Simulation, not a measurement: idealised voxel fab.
process module | voxel self aligned contacts
cross-section cut | 185 nm wide | cells 5 nm
A cross-section is a grid of square cells, given in bands from the top down. A band is one or more rows of cells.
Each band's line starts with the height of the band's top and of its bottom, in nm. Then come its materials from left to right, each with its width in nm. One material with "throughout" fills the band from edge to edge. "air" is empty space.
Height 0 is the level under which the wafer as received is all one material. The lowest band goes on downwards, as in "0 down".
A width such as "30 to 40" changes by the same amount from each row of cells to the next, from the band's top row to its bottom row.
"no change" after a step means that no cell of the cross-section changed.
closed voids: empty space of 8 cells or more with no open way to the top, each as width x height at its distance from the left edge, in nm
after a step's settings: what the simulator itself notes on the step
overlay nm, on a step with a mask: how far to the right of its planned place the mask lay; to the left if negative
plan
1 op RECEIVE | material Si
2 op CONFORMAL_DEP | material SiO2 | thk nm 5
3 op DIRECTIONAL_DEP | material polySi | thk nm 25
4 op DIRECTIONAL_DEP | material SiN | thk nm 20
5 op MASKED_ETCH | tone cover | mask id GATE | width nm 25 | pitch nm 55 | etch materials SiN | depth nm 20 | overlay nm 0
6 op MASKED_ETCH | tone cover | mask id GATE | width nm 25 | pitch nm 55 | etch materials polySi | depth nm 25 | overlay nm -15
7 op CONFORMAL_DEP | material SiN | thk nm 5
8 op DIRECTIONAL_ETCH | etch materials SiN | depth nm 5
9 op FILL_DEP | material SiO2 | thk nm 15
10 op CMP | height nm 60
11 op DIRECTIONAL_DEP | material aC | thk nm 15
12 op PATTERN | tone open | mask id CONTACT | material resist | width nm 40 | thk nm 35 | overlay nm 0
13 op DIRECTIONAL_ETCH | etch materials aC | depth nm 15
14 op STRIP | etch materials resist
15 op DIRECTIONAL_ETCH | etch materials SiO2 | depth nm 60
16 op STRIP | etch materials aC
17 op CONFORMAL_DEP | material TiN | thk nm 5
18 op FILL_DEP | material Ru | thk nm 10
19 op CMP | height nm 60
20 op CONFORMAL_DEP | material SiCN | thk nm 5
varied across the wafers: overlay nm of step 6. The plan shows the first wafer's value. All wafers start alike
first wafer as received, after step 1
  0 down: Si throughout
  closed voids: none
first wafer at the end, after step 20
  65 to 60: SiCN throughout
  60 to 50: SiO2 70 | TiN 5 to 15 | Ru 30 to 10 | TiN 5 to 15 | SiO2 75
  50 to 35: SiO2 45 | SiN 35 | TiN 5 | Ru 10 | TiN 5 | SiN 35 | SiO2 50
  35 to 30: SiO2 45 | SiN 35 | TiN 20 | SiN 35 | SiO2 50
  30 to 5: SiO2 30 | SiN 5 | polySi 40 | SiN 5 | TiN 5 | SiN 5 | polySi 40 | SiN 5 | SiO2 50
  5 to 0: SiO2 80 | TiN 5 | SiO2 100
  0 down: Si throughout
  closed voids: none
last wafer at the end
  65 to 60: SiCN throughout
  60 to 50: SiO2 70 | TiN 5 to 15 | Ru 30 to 10 | TiN 5 to 15 | SiO2 75
  50 to 35: SiO2 45 | SiN 35 | TiN 5 | Ru 10 | TiN 5 | SiN 35 | SiO2 50
  35 to 30: SiO2 45 | SiN 35 | TiN 20 | SiN 35 | SiO2 50
  30 to 5: SiO2 45 | SiN 5 | polySi 40 | SiN 5 | TiN 5 | SiN 5 | polySi 40 | SiN 5 | SiO2 35
  5 to 0: SiO2 95 | TiN 5 | SiO2 85
  0 down: Si throughout
  closed voids: none
each wafer at the end: cells of each material gained (+) or lost (-) since it was received, then its closed voids
overlay nm -15 | +14 Ru | +37 SiCN | +76 SiN | +250 SiO2 | +24 TiN | +80 polySi | closed voids: none
overlay nm -10 | +14 Ru | +37 SiCN | +76 SiN | +254 SiO2 | +30 TiN | +70 polySi | closed voids: none
overlay nm -5 | +20 Ru | +37 SiCN | +76 SiN | +258 SiO2 | +30 TiN | +60 polySi | closed voids: none
overlay nm 0 | +26 Ru | +37 SiCN | +76 SiN | +262 SiO2 | +30 TiN | +50 polySi | closed voids: none
overlay nm 5 | +20 Ru | +37 SiCN | +76 SiN | +258 SiO2 | +30 TiN | +60 polySi | closed voids: none
overlay nm 10 | +14 Ru | +37 SiCN | +76 SiN | +254 SiO2 | +30 TiN | +70 polySi | closed voids: none
overlay nm 15 | +14 Ru | +37 SiCN | +76 SiN | +250 SiO2 | +24 TiN | +80 polySi | closed voids: none
